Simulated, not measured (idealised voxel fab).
The following process module bears the name voxel gate over fins.
Each square cell in cross-section cut measures 5 nm, and the section as a whole is 170 nm wide.
In what follows, cross-sections appear as grids of square cells, described through bands that run from the top down, where every band is one or more rows of cells.
Band: top and bottom heights (nm) first, top before bottom; then materials from left to right, widths in nm. "edge to edge" marks a sole material filling the band edge to edge. "air" denotes empty space.
Height reference: 0 = level under which incoming wafer is all one material. Lowest band: no bottom, runs on downward, e.g. "from 0 down".
The two numbers in a width such as "30..40" mark its ends across the band: the first belongs to the top row of cells, the second to the bottom row, and from each row to the next the width moves by the same amount.
"everything unchanged" -> step changed no cross-section cell.
Enclosed voids (no open way to top), threshold 8 cells or more, entry "Enclosed internal cavities", notation width x height at distance, distance from left edge, nm.
Step line, after settings: the simulator's comment on this step.
The optional step-line setting "overlay nm" applies to steps with a mask and quantifies how far to the right of its planned location the mask lay, a negative value indicating leftward placement.
STEPS PLANNED FOR THE PROCESS
step 1: RECEIVE | material Si
step 2: CONFORMAL_DEP | material SiN | thk nm 5
step 3: DIRECTIONAL_DEP | material aC | thk nm 15
step 4: PATTERN | tone cover | mask id FINS | material resist | width nm 15 | pitch nm 45 | thk nm 35 | overlay nm 0
step 5: DIRECTIONAL_ETCH | etch materials aC | depth nm 15
step 6: STRIP | etch materials resist
step 7: DIRECTIONAL_ETCH | etch materials SiN | depth nm 5
step 8: DIRECTIONAL_ETCH | etch materials Si | depth nm 40
step 9: STRIP | etch materials aC
step 10: OXIDIZE | depth nm 5
step 11: FILL_DEP | material SiO2 | thk nm 5
step 12: CMP | height nm 5
step 13: SELECTIVE_ETCH | etch materials SiO2 | depth nm 15
step 14: STRIP | etch materials SiN
step 15: CONFORMAL_DEP | material HfO2 | thk nm 5
step 16: CONFORMAL_DEP | material TiN | thk nm 5
step 17: FILL_DEP | material W | thk nm 15
step 18: CMP | height nm 20
step 19: CONFORMAL_DEP | material SiCN | thk nm 10
THE FOLLOWING PERTAINS TO THE FIRST OF TWO WAFERS, WHICH WAS PROCESSED AS PLANNED
CROSS-SECTION OF THE WAFER UPON ARRIVAL, REPRESENTING THE STATE REACHED AFTER STEP 1
  from 0 down  Si edge to edge
  Enclosed internal cavities: none
PRESENTED HERE IS A CROSS-SECTION OF THE WAFER AFTER STEP 2 HAS BEEN PERFORMED
  from 5 to 0  SiN edge to edge
  below 0: unchanged
PRESENTED HERE IS A CROSS-SECTION OF THE WAFER AFTER STEP 3 HAS BEEN PERFORMED
  from 20 to 5  aC edge to edge
  below 5: unchanged
PRESENTED HERE IS A CROSS-SECTION OF THE WAFER AFTER STEP 4 HAS BEEN PERFORMED
  from 55 to 20  air=30, resist=15, air=30, resist=15, air=30, resist=15, air=35
  below 20: unchanged
PRESENTED HERE IS A CROSS-SECTION OF THE WAFER AFTER STEP 5 HAS BEEN PERFORMED
  from 40 to 20  air=30, resist=15, air=30, resist=15, air=30, resist=15, air=35
  from 20 to 5  air=30, aC=15, air=30, aC=15, air=30, aC=15, air=35
  below 5: unchanged
PRESENTED HERE IS A CROSS-SECTION OF THE WAFER AFTER STEP 6 HAS BEEN PERFORMED
  from 20 to 5  air=30, aC=15, air=30, aC=15, air=30, aC=15, air=35
  below 5: unchanged
PRESENTED HERE IS A CROSS-SECTION OF THE WAFER AFTER STEP 7 HAS BEEN PERFORMED
  from 20 to 5  air=30, aC=15, air=30, aC=15, air=30, aC=15, air=35
  from 5 to 0  air=30, SiN=15, air=30, SiN=15, air=30, SiN=15, air=35
  below 0: unchanged
PRESENTED HERE IS A CROSS-SECTION OF THE WAFER AFTER STEP 8 HAS BEEN PERFORMED
  from 20 to 5  air=30, aC=15, air=30, aC=15, air=30, aC=15, air=35
  from 5 to 0  air=30, SiN=15, air=30, SiN=15, air=30, SiN=15, air=35
  from 0 to -40  air=30, Si=15, air=30, Si=15, air=30, Si=15, air=35
  below -40: unchanged
PRESENTED HERE IS A CROSS-SECTION OF THE WAFER AFTER STEP 9 HAS BEEN PERFORMED
  from 5 to 0  air=30, SiN=15, air=30, SiN=15, air=30, SiN=15, air=35
  below 0: unchanged
PRESENTED HERE IS A CROSS-SECTION OF THE WAFER AFTER STEP 10 HAS BEEN PERFORMED
  from 5 to 0  air=30, SiN=15, air=30, SiN=15, air=30, SiN=15, air=35
  from 0 to -40  air=30, SiO2=5, Si=5, SiO2=5, air=30, SiO2=5, Si=5, SiO2=5, air=30, SiO2=5, Si=5, SiO2=5, air=35
  from -40 to -45  SiO2=35, Si=5, SiO2=40, Si=5, SiO2=40, Si=5, SiO2=40
  below -45: unchanged
PRESENTED HERE IS A CROSS-SECTION OF THE WAFER AFTER STEP 11 HAS BEEN PERFORMED
  from 10 to 5  SiO2 edge to edge
  from 5 to 0  SiO2=30, SiN=15, SiO2=30, SiN=15, SiO2=30, SiN=15, SiO2=35
  from 0 to -45  SiO2=35, Si=5, SiO2=40, Si=5, SiO2=40, Si=5, SiO2=40
  below -45: unchanged
PRESENTED HERE IS A CROSS-SECTION OF THE WAFER AFTER STEP 12 HAS BEEN PERFORMED
  from 5 to 0  SiO2=30, SiN=15, SiO2=30, SiN=15, SiO2=30, SiN=15, SiO2=35
  below 0: unchanged
PRESENTED HERE IS A CROSS-SECTION OF THE WAFER AFTER STEP 13 HAS BEEN PERFORMED
  from 5 to 0  air=30, SiN=15, air=30, SiN=15, air=30, SiN=15, air=35
  from 0 to -10  air=35, Si=5, air=40, Si=5, air=40, Si=5, air=40
  below -10: unchanged
PRESENTED HERE IS A CROSS-SECTION OF THE WAFER AFTER STEP 14 HAS BEEN PERFORMED
  from 0 to -10  air=35, Si=5, air=40, Si=5, air=40, Si=5, air=40
  below -10: unchanged
PRESENTED HERE IS A CROSS-SECTION OF THE WAFER AFTER STEP 15 HAS BEEN PERFORMED
  from 5 to 0  air=30, HfO2=15, air=30, HfO2=15, air=30, HfO2=15, air=35
  from 0 to -5  air=30, HfO2=5, Si=5, HfO2=5, air=30, HfO2=5, Si=5, HfO2=5, air=30, HfO2=5, Si=5, HfO2=5, air=35
  from -5 to -10  HfO2=35, Si=5, HfO2=40, Si=5, HfO2=40, Si=5, HfO2=40
  below -10: unchanged
PRESENTED HERE IS A CROSS-SECTION OF THE WAFER AFTER STEP 16 HAS BEEN PERFORMED
  from 10 to 5  air=25, TiN=25, air=20, TiN=25, air=20, TiN=25, air=30
  from 5 to 0  air=25, TiN=5, HfO2=15, TiN=5, air=20, TiN=5, HfO2=15, TiN=5, air=20, TiN=5, HfO2=15, TiN=5, air=30
  from 0 to -5  TiN=30, HfO2=5, Si=5, HfO2=5, TiN=30, HfO2=5, Si=5, HfO2=5, TiN=30, HfO2=5, Si=5, HfO2=5, TiN=35
  below -5: unchanged
PRESENTED HERE IS A CROSS-SECTION OF THE WAFER AFTER STEP 17 HAS BEEN PERFORMED
  from 25 to 10  W edge to edge
  from 10 to 5  W=25, TiN=25, W=20, TiN=25, W=20, TiN=25, W=30
  from 5 to 0  W=25, TiN=5, HfO2=15, TiN=5, W=20, TiN=5, HfO2=15, TiN=5, W=20, TiN=5, HfO2=15, TiN=5, W=30
  below 0: unchanged
PRESENTED HERE IS A CROSS-SECTION OF THE WAFER AFTER STEP 18 HAS BEEN PERFORMED
  from 20 to 10  W edge to edge
  below 10: unchanged
PRESENTED HERE IS A CROSS-SECTION OF THE WAFER AFTER STEP 19 HAS BEEN PERFORMED
  from 30 to 20  SiCN edge to edge
  below 20: unchanged
WAFER TWO: LIKE WAFER ONE IN START AND PLAN, BUT WITH ONE MISTAKE IN EXECUTION; IDENTICAL UP TO AND INCLUDING STEP 10
CROSS-SECTION OF THE SECOND WAFER AT THE TIME BY WHICH STEP 11 SHOULD HAVE BEEN COMPLETED ACCORDING TO THE PLAN
  from 10 to 0  SiN edge to edge
  from 0 to -40  SiN=30, SiO2=5, Si=5, SiO2=5, SiN=30, SiO2=5, Si=5, SiO2=5, SiN=30, SiO2=5, Si=5, SiO2=5, SiN=35
  below -40: unchanged
CROSS-SECTION OF THE SECOND WAFER AT THE TIME BY WHICH STEP 12 SHOULD HAVE BEEN COMPLETED ACCORDING TO THE PLAN
  from 5 to 0  SiN edge to edge
  below 0: unchanged
Cross-section of the second wafer at the time by which step 13 should have been completed according to the plan: everything unchanged
CROSS-SECTION OF THE SECOND WAFER AT THE TIME BY WHICH STEP 14 SHOULD HAVE BEEN COMPLETED ACCORDING TO THE PLAN
  from 0 to -40  air=30, SiO2=5, Si=5, SiO2=5, air=30, SiO2=5, Si=5, SiO2=5, air=30, SiO2=5, Si=5, SiO2=5, air=35
  below -40: unchanged
CROSS-SECTION OF THE SECOND WAFER AT THE TIME BY WHICH STEP 15 SHOULD HAVE BEEN COMPLETED ACCORDING TO THE PLAN
  from 5 to 0  air=25, HfO2=25, air=20, HfO2=25, air=20, HfO2=25, air=30
  from 0 to -35  air=25, HfO2=5, SiO2=5, Si=5, SiO2=5, HfO2=5, air=20, HfO2=5, SiO2=5, Si=5, SiO2=5, HfO2=5, air=20, HfO2=5, SiO2=5, Si=5, SiO2=5, HfO2=5, air=30
  from -35 to -40  HfO2=30, SiO2=5, Si=5, SiO2=5, HfO2=30, SiO2=5, Si=5, SiO2=5, HfO2=30, SiO2=5, Si=5, SiO2=5, HfO2=35
  below -40: unchanged
CROSS-SECTION OF THE SECOND WAFER AT THE TIME BY WHICH STEP 16 SHOULD HAVE BEEN COMPLETED ACCORDING TO THE PLAN
  from 10 to 5  air=20, TiN=35, air=10, TiN=35, air=10, TiN=35, air=25
  from 5 to 0  air=20, TiN=5, HfO2=25, TiN=5, air=10, TiN=5, HfO2=25, TiN=5, air=10, TiN=5, HfO2=25, TiN=5, air=25
  from 0 to -30  air=20, TiN=5, HfO2=5, SiO2=5, Si=5, SiO2=5, HfO2=5, TiN=5, air=10, TiN=5, HfO2=5, SiO2=5, Si=5, SiO2=5, HfO2=5, TiN=5, air=10, TiN=5, HfO2=5, SiO2=5, Si=5, SiO2=5, HfO2=5, TiN=5, air=25
  from -30 to -35  TiN=25, HfO2=5, SiO2=5, Si=5, SiO2=5, HfO2=5, TiN=20, HfO2=5, SiO2=5, Si=5, SiO2=5, HfO2=5, TiN=20, HfO2=5, SiO2=5, Si=5, SiO2=5, HfO2=5, TiN=30
  below -35: unchanged
CROSS-SECTION OF THE SECOND WAFER AT THE TIME BY WHICH STEP 17 SHOULD HAVE BEEN COMPLETED ACCORDING TO THE PLAN
  from 25 to 10  W edge to edge
  from 10 to 5  W=20, TiN=35, W=10, TiN=35, W=10, TiN=35, W=25
  from 5 to 0  W=20, TiN=5, HfO2=25, TiN=5, W=10, TiN=5, HfO2=25, TiN=5, W=10, TiN=5, HfO2=25, TiN=5, W=25
  from 0 to -30  W=20, TiN=5, HfO2=5, SiO2=5, Si=5, SiO2=5, HfO2=5, TiN=5, W=10, TiN=5, HfO2=5, SiO2=5, Si=5, SiO2=5, HfO2=5, TiN=5, W=10, TiN=5, HfO2=5, SiO2=5, Si=5, SiO2=5, HfO2=5, TiN=5, W=25
  below -30: unchanged
CROSS-SECTION OF THE SECOND WAFER AT THE TIME BY WHICH STEP 18 SHOULD HAVE BEEN COMPLETED ACCORDING TO THE PLAN
  from 20 to 10  W edge to edge
  below 10: unchanged
CROSS-SECTION OF THE SECOND WAFER AT THE TIME BY WHICH STEP 19 SHOULD HAVE BEEN COMPLETED ACCORDING TO THE PLAN
  from 30 to 20  SiCN edge to edge
  below 20: unchanged
Plan not followed: it should be noted that step 11 was executed with settings other than those planned, the operation and settings actually applied being FILL_DEP | material SiN | thk nm 5
Cell-count delta at end, second wafer over first, by material: 36 more of HfO2, 138 fewer of SiO2, 36 more of TiN, 66 more of W
